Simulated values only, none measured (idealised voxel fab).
The process module presented herein is designated voxel trench capacitor.
This is section cut - it's 260 nm across, gridded in 5 nm square cells.
Throughout this document, each cross-section is represented as a grid of square cells and is presented as a sequence of bands enumerated from the top downward, where a band comprises one or more rows of cells. Look at the band entry: it leads with the top's height and the bottom's height in nm. Then it lists the materials left to right, with a width in nm for each. The word "edge to edge" on a single material says that material fills the band edge to edge. The word "empty" is empty space. Ref level 0: as-received wafer is one material below here. Bottom band extends down with no lower bound ("0..down"). The expression "30->40" gives the width at the extremes of the band, the first number at its top row of cells and the second at its bottom row, with the width changing by equal amounts from each row to the next in between. Reading "changes: none" for a step: not a cell of the cross-section changed in it. Entry "Fully closed voids" = empty spaces >= 8 cells with no open way to the top; each as width x height at distance, distance from left edge, all nm. The remark found on a step's line after its settings is issued by the simulator itself and pertains to that step. overlay nm: how far to the right of its planned place the mask lay on this masked step (negative: to the left). If you're wondering how to read the rest of this, here's the deal. It's pairs of cross-sections: one from before a process step, one from after it. The after one is only drawn as far down as the lowest band that changed. Right under each pair you'll see which step sits between them and what its settings were. Don't read the pairs as one continuous story, though. They can come from different runs of this module on the same starting wafer, and a pair only carries on from the one above it where its entry headed "Before this step" says so.
# Before this step
    0..down | Si edge to edge
    Fully closed voids: none
# Cut View, Post-Step
    10..0 | SiN edge to edge
    Rest of section, below 0: as before.
    Fully closed voids: none
Processing between the before and after sections above: CONFORMAL_DEP, material SiN, thk nm 10
Before this step: equal to the after panel directly above.
# Cut View, Post-Step
    25..10 | resist 50 nm; empty 25 nm; resist 20 nm; empty 25 nm; resist 20 nm; empty 25 nm; resist 20 nm; empty 25 nm; resist 50 nm
    Rest of section, below 10: as before.
    Fully closed voids: none
Processing between the before and after sections above: PATTERN, tone open, mask id TRENCH, material resist, width nm 25, pitch nm 45, thk nm 15, overlay nm 0
Before this step: equal to the after panel directly above.
# Cut View, Post-Step
    25..10 | resist 50 nm; empty 25 nm; resist 20 nm; empty 25 nm; resist 20 nm; empty 25 nm; resist 20 nm; empty 25 nm; resist 50 nm
    10..0 | SiN 50 nm; empty 25 nm; SiN 20 nm; empty 25 nm; SiN 20 nm; empty 25 nm; SiN 20 nm; empty 25 nm; SiN 50 nm
    Rest of section, below 0: as before.
    Fully closed voids: none
Processing between the before and after sections above: DIRECTIONAL_ETCH, etch materials SiN, depth nm 10
Before this step: equal to the after panel directly above.
# Cut View, Post-Step
    25..10 | resist 50 nm; empty 25 nm; resist 20 nm; empty 25 nm; resist 20 nm; empty 25 nm; resist 20 nm; empty 25 nm; resist 50 nm
    10..0 | SiN 50 nm; empty 25 nm; SiN 20 nm; empty 25 nm; SiN 20 nm; empty 25 nm; SiN 20 nm; empty 25 nm; SiN 50 nm
    0..-40 | Si 50 nm; empty 25 nm; Si 20 nm; empty 25 nm; Si 20 nm; empty 25 nm; Si 20 nm; empty 25 nm; Si 50 nm
    Rest of section, below -40: as before.
    Fully closed voids: none
Processing between the before and after sections above: DIRECTIONAL_ETCH, etch materials Si, depth nm 40
Before this step: equal to the after panel directly above.
# Cut View, Post-Step
    10..0 | SiN 50 nm; empty 25 nm; SiN 20 nm; empty 25 nm; SiN 20 nm; empty 25 nm; SiN 20 nm; empty 25 nm; SiN 50 nm
    Rest of section, below 0: as before.
    Fully closed voids: none
Processing between the before and after sections above: STRIP, etch materials resist
Before this step: equal to the after panel directly above.
# Cut View, Post-Step
    15..10 | Al2O3 55 nm; empty 15 nm; Al2O3 30 nm; empty 15 nm; Al2O3 30 nm; empty 15 nm; Al2O3 30 nm; empty 15 nm; Al2O3 55 nm
    10..0 | SiN 50 nm; Al2O3 5 nm; empty 15 nm; Al2O3 5 nm; SiN 20 nm; Al2O3 5 nm; empty 15 nm; Al2O3 5 nm; SiN 20 nm; Al2O3 5 nm; empty 15 nm; Al2O3 5 nm; SiN 20 nm; Al2O3 5 nm; empty 15 nm; Al2O3 5 nm; SiN 50 nm
    0..-35 | Si 50 nm; Al2O3 5 nm; empty 15 nm; Al2O3 5 nm; Si 20 nm; Al2O3 5 nm; empty 15 nm; Al2O3 5 nm; Si 20 nm; Al2O3 5 nm; empty 15 nm; Al2O3 5 nm; Si 20 nm; Al2O3 5 nm; empty 15 nm; Al2O3 5 nm; Si 50 nm
    -35..-40 | Si 50 nm; Al2O3 25 nm; Si 20 nm; Al2O3 25 nm; Si 20 nm; Al2O3 25 nm; Si 20 nm; Al2O3 25 nm; Si 50 nm
    Rest of section, below -40: as before.
    Fully closed voids: none
Processing between the before and after sections above: CONFORMAL_DEP, material Al2O3, thk nm 5
Before this step: equal to the after panel directly above.
# Cut View, Post-Step
    20..15 | TiN 60 nm; empty 5 nm; TiN 40 nm; empty 5 nm; TiN 40 nm; empty 5 nm; TiN 40 nm; empty 5 nm; TiN 60 nm
    15..10 | Al2O3 55 nm; TiN 5 nm; empty 5 nm; TiN 5 nm; Al2O3 30 nm; TiN 5 nm; empty 5 nm; TiN 5 nm; Al2O3 30 nm; TiN 5 nm; empty 5 nm; TiN 5 nm; Al2O3 30 nm; TiN 5 nm; empty 5 nm; TiN 5 nm; Al2O3 55 nm
    10..0 | SiN 50 nm; Al2O3 5 nm; TiN 5 nm; empty 5 nm; TiN 5 nm; Al2O3 5 nm; SiN 20 nm; Al2O3 5 nm; TiN 5 nm; empty 5 nm; TiN 5 nm; Al2O3 5 nm; SiN 20 nm; Al2O3 5 nm; TiN 5 nm; empty 5 nm; TiN 5 nm; Al2O3 5 nm; SiN 20 nm; Al2O3 5 nm; TiN 5 nm; empty 5 nm; TiN 5 nm; Al2O3 5 nm; SiN 50 nm
    0..-30 | Si 50 nm; Al2O3 5 nm; TiN 5 nm; empty 5 nm; TiN 5 nm; Al2O3 5 nm; Si 20 nm; Al2O3 5 nm; TiN 5 nm; empty 5 nm; TiN 5 nm; Al2O3 5 nm; Si 20 nm; Al2O3 5 nm; TiN 5 nm; empty 5 nm; TiN 5 nm; Al2O3 5 nm; Si 20 nm; Al2O3 5 nm; TiN 5 nm; empty 5 nm; TiN 5 nm; Al2O3 5 nm; Si 50 nm
    -30..-35 | Si 50 nm; Al2O3 5 nm; TiN 15 nm; Al2O3 5 nm; Si 20 nm; Al2O3 5 nm; TiN 15 nm; Al2O3 5 nm; Si 20 nm; Al2O3 5 nm; TiN 15 nm; Al2O3 5 nm; Si 20 nm; Al2O3 5 nm; TiN 15 nm; Al2O3 5 nm; Si 50 nm
    Rest of section, below -35: as before.
    Fully closed voids: none
Processing between the before and after sections above: CONFORMAL_DEP, material TiN, thk nm 5
Before this step: equal to the after panel directly above.
# Cut View, Post-Step
    25..20 | W edge to edge
    20..15 | TiN 60 nm; W 5 nm; TiN 40 nm; W 5 nm; TiN 40 nm; W 5 nm; TiN 40 nm; W 5 nm; TiN 60 nm
    15..10 | Al2O3 55 nm; TiN 5 nm; W 5 nm; TiN 5 nm; Al2O3 30 nm; TiN 5 nm; W 5 nm; TiN 5 nm; Al2O3 30 nm; TiN 5 nm; W 5 nm; TiN 5 nm; Al2O3 30 nm; TiN 5 nm; W 5 nm; TiN 5 nm; Al2O3 55 nm
    10..0 | SiN 50 nm; Al2O3 5 nm; TiN 5 nm; W 5 nm; TiN 5 nm; Al2O3 5 nm; SiN 20 nm; Al2O3 5 nm; TiN 5 nm; W 5 nm; TiN 5 nm; Al2O3 5 nm; SiN 20 nm; Al2O3 5 nm; TiN 5 nm; W 5 nm; TiN 5 nm; Al2O3 5 nm; SiN 20 nm; Al2O3 5 nm; TiN 5 nm; W 5 nm; TiN 5 nm; Al2O3 5 nm; SiN 50 nm
    0..-30 | Si 50 nm; Al2O3 5 nm; TiN 5 nm; W 5 nm; TiN 5 nm; Al2O3 5 nm; Si 20 nm; Al2O3 5 nm; TiN 5 nm; W 5 nm; TiN 5 nm; Al2O3 5 nm; Si 20 nm; Al2O3 5 nm; TiN 5 nm; W 5 nm; TiN 5 nm; Al2O3 5 nm; Si 20 nm; Al2O3 5 nm; TiN 5 nm; W 5 nm; TiN 5 nm; Al2O3 5 nm; Si 50 nm
    Rest of section, below -30: as before.
    Fully closed voids: none
Processing between the before and after sections above: FILL_DEP, material W, thk nm 5
Before this step: equal to the after panel directly above.
# Cut View, Post-Step
    10..0 | SiN 50 nm; Al2O3 5 nm; TiN 5 nm; W 5 nm; TiN 5 nm; Al2O3 5 nm; SiN 20 nm; Al2O3 5 nm; TiN 5 nm; W 5 nm; TiN 5 nm; Al2O3 5 nm; SiN 20 nm; Al2O3 5 nm; TiN 5 nm; W 5 nm; TiN 5 nm; Al2O3 5 nm; SiN 20 nm; Al2O3 5 nm; TiN 5 nm; W 5 nm; TiN 5 nm; Al2O3 5 nm; SiN 50 nm
    Rest of section, below 0: as before.
    Fully closed voids: none
Processing between the before and after sections above: CMP, height nm 10
# Before this step
    10..0 | SiN 50 nm; empty 25 nm; SiN 20 nm; empty 25 nm; SiN 20 nm; empty 25 nm; SiN 20 nm; empty 25 nm; SiN 50 nm
    0..-40 | Si 50 nm; empty 25 nm; Si 20 nm; empty 25 nm; Si 20 nm; empty 25 nm; Si 20 nm; empty 25 nm; Si 50 nm
    -40..down | Si edge to edge
    Fully closed voids: none
# Cut View, Post-Step
    15..10 | TiN 55 nm; empty 15 nm; TiN 30 nm; empty 15 nm; TiN 30 nm; empty 15 nm; TiN 30 nm; empty 15 nm; TiN 55 nm
    10..0 | SiN 50 nm; TiN 5 nm; empty 15 nm; TiN 5 nm; SiN 20 nm; TiN 5 nm; empty 15 nm; TiN 5 nm; SiN 20 nm; TiN 5 nm; empty 15 nm; TiN 5 nm; SiN 20 nm; TiN 5 nm; empty 15 nm; TiN 5 nm; SiN 50 nm
    0..-35 | Si 50 nm; TiN 5 nm; empty 15 nm; TiN 5 nm; Si 20 nm; TiN 5 nm; empty 15 nm; TiN 5 nm; Si 20 nm; TiN 5 nm; empty 15 nm; TiN 5 nm; Si 20 nm; TiN 5 nm; empty 15 nm; TiN 5 nm; Si 50 nm
    -35..-40 | Si 50 nm; TiN 25 nm; Si 20 nm; TiN 25 nm; Si 20 nm; TiN 25 nm; Si 20 nm; TiN 25 nm; Si 50 nm
    Rest of section, below -40: as before.
    Fully closed voids: none
Processing between the before and after sections above: CONFORMAL_DEP, material TiN, thk nm 5
Before this step: equal to the after panel directly above.
# Cut View, Post-Step
    20..15 | Al2O3 60 nm; empty 5 nm; Al2O3 40 nm; empty 5 nm; Al2O3 40 nm; empty 5 nm; Al2O3 40 nm; empty 5 nm; Al2O3 60 nm
    15..10 | TiN 55 nm; Al2O3 5 nm; empty 5 nm; Al2O3 5 nm; TiN 30 nm; Al2O3 5 nm; empty 5 nm; Al2O3 5 nm; TiN 30 nm; Al2O3 5 nm; empty 5 nm; Al2O3 5 nm; TiN 30 nm; Al2O3 5 nm; empty 5 nm; Al2O3 5 nm; TiN 55 nm
    10..0 | SiN 50 nm; TiN 5 nm; Al2O3 5 nm; empty 5 nm; Al2O3 5 nm; TiN 5 nm; SiN 20 nm; TiN 5 nm; Al2O3 5 nm; empty 5 nm; Al2O3 5 nm; TiN 5 nm; SiN 20 nm; TiN 5 nm; Al2O3 5 nm; empty 5 nm; Al2O3 5 nm; TiN 5 nm; SiN 20 nm; TiN 5 nm; Al2O3 5 nm; empty 5 nm; Al2O3 5 nm; TiN 5 nm; SiN 50 nm
    0..-30 | Si 50 nm; TiN 5 nm; Al2O3 5 nm; empty 5 nm; Al2O3 5 nm; TiN 5 nm; Si 20 nm; TiN 5 nm; Al2O3 5 nm; empty 5 nm; Al2O3 5 nm; TiN 5 nm; Si 20 nm; TiN 5 nm; Al2O3 5 nm; empty 5 nm; Al2O3 5 nm; TiN 5 nm; Si 20 nm; TiN 5 nm; Al2O3 5 nm; empty 5 nm; Al2O3 5 nm; TiN 5 nm; Si 50 nm
    -30..-35 | Si 50 nm; TiN 5 nm; Al2O3 15 nm; TiN 5 nm; Si 20 nm; TiN 5 nm; Al2O3 15 nm; TiN 5 nm; Si 20 nm; TiN 5 nm; Al2O3 15 nm; TiN 5 nm; Si 20 nm; TiN 5 nm; Al2O3 15 nm; TiN 5 nm; Si 50 nm
    Rest of section, below -35: as before.
    Fully closed voids: none
Processing between the before and after sections above: CONFORMAL_DEP, material Al2O3, thk nm 5
Before this step: equal to the after panel directly above.
# Cut View, Post-Step
    25..20 | W edge to edge
    20..15 | Al2O3 60 nm; W 5 nm; Al2O3 40 nm; W 5 nm; Al2O3 40 nm; W 5 nm; Al2O3 40 nm; W 5 nm; Al2O3 60 nm
    15..10 | TiN 55 nm; Al2O3 5 nm; W 5 nm; Al2O3 5 nm; TiN 30 nm; Al2O3 5 nm; W 5 nm; Al2O3 5 nm; TiN 30 nm; Al2O3 5 nm; W 5 nm; Al2O3 5 nm; TiN 30 nm; Al2O3 5 nm; W 5 nm; Al2O3 5 nm; TiN 55 nm
    10..0 | SiN 50 nm; TiN 5 nm; Al2O3 5 nm; W 5 nm; Al2O3 5 nm; TiN 5 nm; SiN 20 nm; TiN 5 nm; Al2O3 5 nm; W 5 nm; Al2O3 5 nm; TiN 5 nm; SiN 20 nm; TiN 5 nm; Al2O3 5 nm; W 5 nm; Al2O3 5 nm; TiN 5 nm; SiN 20 nm; TiN 5 nm; Al2O3 5 nm; W 5 nm; Al2O3 5 nm; TiN 5 nm; SiN 50 nm
    0..-30 | Si 50 nm; TiN 5 nm; Al2O3 5 nm; W 5 nm; Al2O3 5 nm; TiN 5 nm; Si 20 nm; TiN 5 nm; Al2O3 5 nm; W 5 nm; Al2O3 5 nm; TiN 5 nm; Si 20 nm; TiN 5 nm; Al2O3 5 nm; W 5 nm; Al2O3 5 nm; TiN 5 nm; Si 20 nm; TiN 5 nm; Al2O3 5 nm; W 5 nm; Al2O3 5 nm; TiN 5 nm; Si 50 nm
    Rest of section, below -30: as before.
    Fully closed voids: none
Processing between the before and after sections above: FILL_DEP, material W, thk nm 5
Before this step: equal to the after panel directly above.
# Cut View, Post-Step
    10..0 | SiN 50 nm; TiN 5 nm; Al2O3 5 nm; W 5 nm; Al2O3 5 nm; TiN 5 nm; SiN 20 nm; TiN 5 nm; Al2O3 5 nm; W 5 nm; Al2O3 5 nm; TiN 5 nm; SiN 20 nm; TiN 5 nm; Al2O3 5 nm; W 5 nm; Al2O3 5 nm; TiN 5 nm; SiN 20 nm; TiN 5 nm; Al2O3 5 nm; W 5 nm; Al2O3 5 nm; TiN 5 nm; SiN 50 nm
    Rest of section, below 0: as before.
    Fully closed voids: none
Processing between the before and after sections above: CMP, height nm 10
# Before this step
    10..0 | SiN 50 nm; empty 25 nm; SiN 20 nm; empty 25 nm; SiN 20 nm; empty 25 nm; SiN 20 nm; empty 25 nm; SiN 50 nm
    0..-40 | Si 50 nm; empty 25 nm; Si 20 nm; empty 25 nm; Si 20 nm; empty 25 nm; Si 20 nm; empty 25 nm; Si 50 nm
    -40..down | Si edge to edge
    Fully closed voids: none
# Cut View, Post-Step
    25..10 | Al2O3 edge to edge
    10..0 | SiN 50 nm; Al2O3 25 nm; SiN 20 nm; Al2O3 25 nm; SiN 20 nm; Al2O3 25 nm; SiN 20 nm; Al2O3 25 nm; SiN 50 nm
    0..-40 | Si 50 nm; Al2O3 25 nm; Si 20 nm; Al2O3 25 nm; Si 20 nm; Al2O3 25 nm; Si 20 nm; Al2O3 25 nm; Si 50 nm
    Rest of section, below -40: as before.
    Fully closed voids: none
Processing between the before and after sections above: CONFORMAL_DEP, material Al2O3, thk nm 15
Before this step: equal to the after panel directly above.
# Cut View, Post-Step
    30..25 | TiN edge to edge
    Rest of section, below 25: as before.
    Fully closed voids: none
Processing between the before and after sections above: CONFORMAL_DEP, material TiN, thk nm 5
Before this step: equal to the after panel directly above.
# Cut View, Post-Step
    35..30 | W edge to edge
    Rest of section, below 30: as before.
    Fully closed voids: none
Processing between the before and after sections above: FILL_DEP, material W, thk nm 5
Before this step: equal to the after panel directly above.
# Cut View, Post-Step
    10..0 | SiN 50 nm; Al2O3 25 nm; SiN 20 nm; Al2O3 25 nm; SiN 20 nm; Al2O3 25 nm; SiN 20 nm; Al2O3 25 nm; SiN 50 nm
    Rest of section, below 0: as before.
    Fully closed voids: none
Processing between the before and after sections above: CMP, height nm 10
# Before this step
    10..0 | SiN edge to edge
    0..down | Si edge to edge
    Fully closed voids: none
# Cut View, Post-Step
    25..10 | resist 50 nm; empty 30 nm; resist 15 nm; empty 30 nm; resist 15 nm; empty 30 nm; resist 15 nm; empty 30 nm; resist 45 nm
    Rest of section, below 10: as before.
    Fully closed voids: none
Processing between the before and after sections above: PATTERN, tone open, mask id TRENCH, material resist, width nm 30, pitch nm 45, thk nm 15, overlay nm 0
Before this step: equal to the after panel directly above.
# Cut View, Post-Step
    25..10 | resist 50 nm; empty 30 nm; resist 15 nm; empty 30 nm; resist 15 nm; empty 30 nm; resist 15 nm; empty 30 nm; resist 45 nm
    10..0 | SiN 50 nm; empty 30 nm; SiN 15 nm; empty 30 nm; SiN 15 nm; empty 30 nm; SiN 15 nm; empty 30 nm; SiN 45 nm
    Rest of section, below 0: as before.
    Fully closed voids: none
Processing between the before and after sections above: DIRECTIONAL_ETCH, etch materials SiN, depth nm 10
Before this step: equal to the after panel directly above.
# Cut View, Post-Step
    25..10 | resist 50 nm; empty 30 nm; resist 15 nm; empty 30 nm; resist 15 nm; empty 30 nm; resist 15 nm; empty 30 nm; resist 45 nm
    10..0 | SiN 50 nm; empty 30 nm; SiN 15 nm; empty 30 nm; SiN 15 nm; empty 30 nm; SiN 15 nm; empty 30 nm; SiN 45 nm
    0..-40 | Si 50 nm; empty 30 nm; Si 15 nm; empty 30 nm; Si 15 nm; empty 30 nm; Si 15 nm; empty 30 nm; Si 45 nm
    Rest of section, below -40: as before.
    Fully closed voids: none
Processing between the before and after sections above: DIRECTIONAL_ETCH, etch materials Si, depth nm 40
Before this step: equal to the after panel directly above.
# Cut View, Post-Step
    10..0 | SiN 50 nm; empty 30 nm; SiN 15 nm; empty 30 nm; SiN 15 nm; empty 30 nm; SiN 15 nm; empty 30 nm; SiN 45 nm
    Rest of section, below 0: as before.
    Fully closed voids: none
Processing between the before and after sections above: STRIP, etch materials resist
Before this step: equal to the after panel directly above.
# Cut View, Post-Step
    15..10 | Al2O3 55 nm; empty 20 nm; Al2O3 25 nm; empty 20 nm; Al2O3 25 nm; empty 20 nm; Al2O3 25 nm; empty 20 nm; Al2O3 50 nm
    10..0 | SiN 50 nm; Al2O3 5 nm; empty 20 nm; Al2O3 5 nm; SiN 15 nm; Al2O3 5 nm; empty 20 nm; Al2O3 5 nm; SiN 15 nm; Al2O3 5 nm; empty 20 nm; Al2O3 5 nm; SiN 15 nm; Al2O3 5 nm; empty 20 nm; Al2O3 5 nm; SiN 45 nm
    0..-35 | Si 50 nm; Al2O3 5 nm; empty 20 nm; Al2O3 5 nm; Si 15 nm; Al2O3 5 nm; empty 20 nm; Al2O3 5 nm; Si 15 nm; Al2O3 5 nm; empty 20 nm; Al2O3 5 nm; Si 15 nm; Al2O3 5 nm; empty 20 nm; Al2O3 5 nm; Si 45 nm
    -35..-40 | Si 50 nm; Al2O3 30 nm; Si 15 nm; Al2O3 30 nm; Si 15 nm; Al2O3 30 nm; Si 15 nm; Al2O3 30 nm; Si 45 nm
    Rest of section, below -40: as before.
    Fully closed voids: none
Processing between the before and after sections above: CONFORMAL_DEP, material Al2O3, thk nm 5
Before this step: equal to the after panel directly above.
# Cut View, Post-Step
    20..15 | TiN 60 nm; empty 10 nm; TiN 35 nm; empty 10 nm; TiN 35 nm; empty 10 nm; TiN 35 nm; empty 10 nm; TiN 55 nm
    15..10 | Al2O3 55 nm; TiN 5 nm; empty 10 nm; TiN 5 nm; Al2O3 25 nm; TiN 5 nm; empty 10 nm; TiN 5 nm; Al2O3 25 nm; TiN 5 nm; empty 10 nm; TiN 5 nm; Al2O3 25 nm; TiN 5 nm; empty 10 nm; TiN 5 nm; Al2O3 50 nm
    10..0 | SiN 50 nm; Al2O3 5 nm; TiN 5 nm; empty 10 nm; TiN 5 nm; Al2O3 5 nm; SiN 15 nm; Al2O3 5 nm; TiN 5 nm; empty 10 nm; TiN 5 nm; Al2O3 5 nm; SiN 15 nm; Al2O3 5 nm; TiN 5 nm; empty 10 nm; TiN 5 nm; Al2O3 5 nm; SiN 15 nm; Al2O3 5 nm; TiN 5 nm; empty 10 nm; TiN 5 nm; Al2O3 5 nm; SiN 45 nm
    0..-30 | Si 50 nm; Al2O3 5 nm; TiN 5 nm; empty 10 nm; TiN 5 nm; Al2O3 5 nm; Si 15 nm; Al2O3 5 nm; TiN 5 nm; empty 10 nm; TiN 5 nm; Al2O3 5 nm; Si 15 nm; Al2O3 5 nm; TiN 5 nm; empty 10 nm; TiN 5 nm; Al2O3 5 nm; Si 15 nm; Al2O3 5 nm; TiN 5 nm; empty 10 nm; TiN 5 nm; Al2O3 5 nm; Si 45 nm
    -30..-35 | Si 50 nm; Al2O3 5 nm; TiN 20 nm; Al2O3 5 nm; Si 15 nm; Al2O3 5 nm; TiN 20 nm; Al2O3 5 nm; Si 15 nm; Al2O3 5 nm; TiN 20 nm; Al2O3 5 nm; Si 15 nm; Al2O3 5 nm; TiN 20 nm; Al2O3 5 nm; Si 45 nm
    Rest of section, below -35: as before.
    Fully closed voids: none
Processing between the before and after sections above: CONFORMAL_DEP, material TiN, thk nm 5
Before this step: equal to the after panel directly above.
# Cut View, Post-Step
    25..20 | W edge to edge
    20..15 | TiN 60 nm; W 10 nm; TiN 35 nm; W 10 nm; TiN 35 nm; W 10 nm; TiN 35 nm; W 10 nm; TiN 55 nm
    15..10 | Al2O3 55 nm; TiN 5 nm; W 10 nm; TiN 5 nm; Al2O3 25 nm; TiN 5 nm; W 10 nm; TiN 5 nm; Al2O3 25 nm; TiN 5 nm; W 10 nm; TiN 5 nm; Al2O3 25 nm; TiN 5 nm; W 10 nm; TiN 5 nm; Al2O3 50 nm
    10..0 | SiN 50 nm; Al2O3 5 nm; TiN 5 nm; W 10 nm; TiN 5 nm; Al2O3 5 nm; SiN 15 nm; Al2O3 5 nm; TiN 5 nm; W 10 nm; TiN 5 nm; Al2O3 5 nm; SiN 15 nm; Al2O3 5 nm; TiN 5 nm; W 10 nm; TiN 5 nm; Al2O3 5 nm; SiN 15 nm; Al2O3 5 nm; TiN 5 nm; W 10 nm; TiN 5 nm; Al2O3 5 nm; SiN 45 nm
    0..-30 | Si 50 nm; Al2O3 5 nm; TiN 5 nm; W 10 nm; TiN 5 nm; Al2O3 5 nm; Si 15 nm; Al2O3 5 nm; TiN 5 nm; W 10 nm; TiN 5 nm; Al2O3 5 nm; Si 15 nm; Al2O3 5 nm; TiN 5 nm; W 10 nm; TiN 5 nm; Al2O3 5 nm; Si 15 nm; Al2O3 5 nm; TiN 5 nm; W 10 nm; TiN 5 nm; Al2O3 5 nm; Si 45 nm
    Rest of section, below -30: as before.
    Fully closed voids: none
Processing between the before and after sections above: FILL_DEP, material W, thk nm 5
Before this step: equal to the after panel directly above.
# Cut View, Post-Step
    10..0 | SiN 50 nm; Al2O3 5 nm; TiN 5 nm; W 10 nm; TiN 5 nm; Al2O3 5 nm; SiN 15 nm; Al2O3 5 nm; TiN 5 nm; W 10 nm; TiN 5 nm; Al2O3 5 nm; SiN 15 nm; Al2O3 5 nm; TiN 5 nm; W 10 nm; TiN 5 nm; Al2O3 5 nm; SiN 15 nm; Al2O3 5 nm; TiN 5 nm; W 10 nm; TiN 5 nm; Al2O3 5 nm; SiN 45 nm
    Rest of section, below 0: as before.
    Fully closed voids: none
Processing between the before and after sections above: CMP, height nm 10
# Before this step
    10..0 | SiN edge to edge
    0..down | Si edge to edge
    Fully closed voids: none
# Cut View, Post-Step
    25..10 | resist 45 nm; empty 25 nm; resist 20 nm; empty 25 nm; resist 20 nm; empty 25 nm; resist 20 nm; empty 25 nm; resist 55 nm
    Rest of section, below 10: as before.
    Fully closed voids: none
Processing between the before and after sections above: PATTERN, tone open, mask id TRENCH, material resist, width nm 25, pitch nm 45, thk nm 15, overlay nm -5
Before this step: equal to the after panel directly above.
# Cut View, Post-Step
    25..10 | resist 45 nm; empty 25 nm; resist 20 nm; empty 25 nm; resist 20 nm; empty 25 nm; resist 20 nm; empty 25 nm; resist 55 nm
    10..0 | SiN 45 nm; empty 25 nm; SiN 20 nm; empty 25 nm; SiN 20 nm; empty 25 nm; SiN 20 nm; empty 25 nm; SiN 55 nm
    Rest of section, below 0: as before.
    Fully closed voids: none
Processing between the before and after sections above: DIRECTIONAL_ETCH, etch materials SiN, depth nm 10
Before this step: equal to the after panel directly above.
# Cut View, Post-Step
    25..10 | resist 45 nm; empty 25 nm; resist 20 nm; empty 25 nm; resist 20 nm; empty 25 nm; resist 20 nm; empty 25 nm; resist 55 nm
    10..0 | SiN 45 nm; empty 25 nm; SiN 20 nm; empty 25 nm; SiN 20 nm; empty 25 nm; SiN 20 nm; empty 25 nm; SiN 55 nm
    0..-40 | Si 45 nm; empty 25 nm; Si 20 nm; empty 25 nm; Si 20 nm; empty 25 nm; Si 20 nm; empty 25 nm; Si 55 nm
    Rest of section, below -40: as before.
    Fully closed voids: none
Processing between the before and after sections above: DIRECTIONAL_ETCH, etch materials Si, depth nm 40
Before this step: equal to the after panel directly above.
# Cut View, Post-Step
    10..0 | SiN 45 nm; empty 25 nm; SiN 20 nm; empty 25 nm; SiN 20 nm; empty 25 nm; SiN 20 nm; empty 25 nm; SiN 55 nm
    Rest of section, below 0: as before.
    Fully closed voids: none
Processing between the before and after sections above: STRIP, etch materials resist
Before this step: equal to the after panel directly above.
# Cut View, Post-Step
    15..10 | Al2O3 50 nm; empty 15 nm; Al2O3 30 nm; empty 15 nm; Al2O3 30 nm; empty 15 nm; Al2O3 30 nm; empty 15 nm; Al2O3 60 nm
    10..0 | SiN 45 nm; Al2O3 5 nm; empty 15 nm; Al2O3 5 nm; SiN 20 nm; Al2O3 5 nm; empty 15 nm; Al2O3 5 nm; SiN 20 nm; Al2O3 5 nm; empty 15 nm; Al2O3 5 nm; SiN 20 nm; Al2O3 5 nm; empty 15 nm; Al2O3 5 nm; SiN 55 nm
    0..-35 | Si 45 nm; Al2O3 5 nm; empty 15 nm; Al2O3 5 nm; Si 20 nm; Al2O3 5 nm; empty 15 nm; Al2O3 5 nm; Si 20 nm; Al2O3 5 nm; empty 15 nm; Al2O3 5 nm; Si 20 nm; Al2O3 5 nm; empty 15 nm; Al2O3 5 nm; Si 55 nm
    -35..-40 | Si 45 nm; Al2O3 25 nm; Si 20 nm; Al2O3 25 nm; Si 20 nm; Al2O3 25 nm; Si 20 nm; Al2O3 25 nm; Si 55 nm
    Rest of section, below -40: as before.
    Fully closed voids: none
Processing between the before and after sections above: CONFORMAL_DEP, material Al2O3, thk nm 5
Before this step: equal to the after panel directly above.
# Cut View, Post-Step
    20..15 | TiN 55 nm; empty 5 nm; TiN 40 nm; empty 5 nm; TiN 40 nm; empty 5 nm; TiN 40 nm; empty 5 nm; TiN 65 nm
    15..10 | Al2O3 50 nm; TiN 5 nm; empty 5 nm; TiN 5 nm; Al2O3 30 nm; TiN 5 nm; empty 5 nm; TiN 5 nm; Al2O3 30 nm; TiN 5 nm; empty 5 nm; TiN 5 nm; Al2O3 30 nm; TiN 5 nm; empty 5 nm; TiN 5 nm; Al2O3 60 nm
    10..0 | SiN 45 nm; Al2O3 5 nm; TiN 5 nm; empty 5 nm; TiN 5 nm; Al2O3 5 nm; SiN 20 nm; Al2O3 5 nm; TiN 5 nm; empty 5 nm; TiN 5 nm; Al2O3 5 nm; SiN 20 nm; Al2O3 5 nm; TiN 5 nm; empty 5 nm; TiN 5 nm; Al2O3 5 nm; SiN 20 nm; Al2O3 5 nm; TiN 5 nm; empty 5 nm; TiN 5 nm; Al2O3 5 nm; SiN 55 nm
    0..-30 | Si 45 nm; Al2O3 5 nm; TiN 5 nm; empty 5 nm; TiN 5 nm; Al2O3 5 nm; Si 20 nm; Al2O3 5 nm; TiN 5 nm; empty 5 nm; TiN 5 nm; Al2O3 5 nm; Si 20 nm; Al2O3 5 nm; TiN 5 nm; empty 5 nm; TiN 5 nm; Al2O3 5 nm; Si 20 nm; Al2O3 5 nm; TiN 5 nm; empty 5 nm; TiN 5 nm; Al2O3 5 nm; Si 55 nm
    -30..-35 | Si 45 nm; Al2O3 5 nm; TiN 15 nm; Al2O3 5 nm; Si 20 nm; Al2O3 5 nm; TiN 15 nm; Al2O3 5 nm; Si 20 nm; Al2O3 5 nm; TiN 15 nm; Al2O3 5 nm; Si 20 nm; Al2O3 5 nm; TiN 15 nm; Al2O3 5 nm; Si 55 nm
    Rest of section, below -35: as before.
    Fully closed voids: none
Processing between the before and after sections above: CONFORMAL_DEP, material TiN, thk nm 5
Before this step: equal to the after panel directly above.
# Cut View, Post-Step
    25..20 | W edge to edge
    20..15 | TiN 55 nm; W 5 nm; TiN 40 nm; W 5 nm; TiN 40 nm; W 5 nm; TiN 40 nm; W 5 nm; TiN 65 nm
    15..10 | Al2O3 50 nm; TiN 5 nm; W 5 nm; TiN 5 nm; Al2O3 30 nm; TiN 5 nm; W 5 nm; TiN 5 nm; Al2O3 30 nm; TiN 5 nm; W 5 nm; TiN 5 nm; Al2O3 30 nm; TiN 5 nm; W 5 nm; TiN 5 nm; Al2O3 60 nm
    10..0 | SiN 45 nm; Al2O3 5 nm; TiN 5 nm; W 5 nm; TiN 5 nm; Al2O3 5 nm; SiN 20 nm; Al2O3 5 nm; TiN 5 nm; W 5 nm; TiN 5 nm; Al2O3 5 nm; SiN 20 nm; Al2O3 5 nm; TiN 5 nm; W 5 nm; TiN 5 nm; Al2O3 5 nm; SiN 20 nm; Al2O3 5 nm; TiN 5 nm; W 5 nm; TiN 5 nm; Al2O3 5 nm; SiN 55 nm
    0..-30 | Si 45 nm; Al2O3 5 nm; TiN 5 nm; W 5 nm; TiN 5 nm; Al2O3 5 nm; Si 20 nm; Al2O3 5 nm; TiN 5 nm; W 5 nm; TiN 5 nm; Al2O3 5 nm; Si 20 nm; Al2O3 5 nm; TiN 5 nm; W 5 nm; TiN 5 nm; Al2O3 5 nm; Si 20 nm; Al2O3 5 nm; TiN 5 nm; W 5 nm; TiN 5 nm; Al2O3 5 nm; Si 55 nm
    Rest of section, below -30: as before.
    Fully closed voids: none
Processing between the before and after sections above: FILL_DEP, material W, thk nm 5
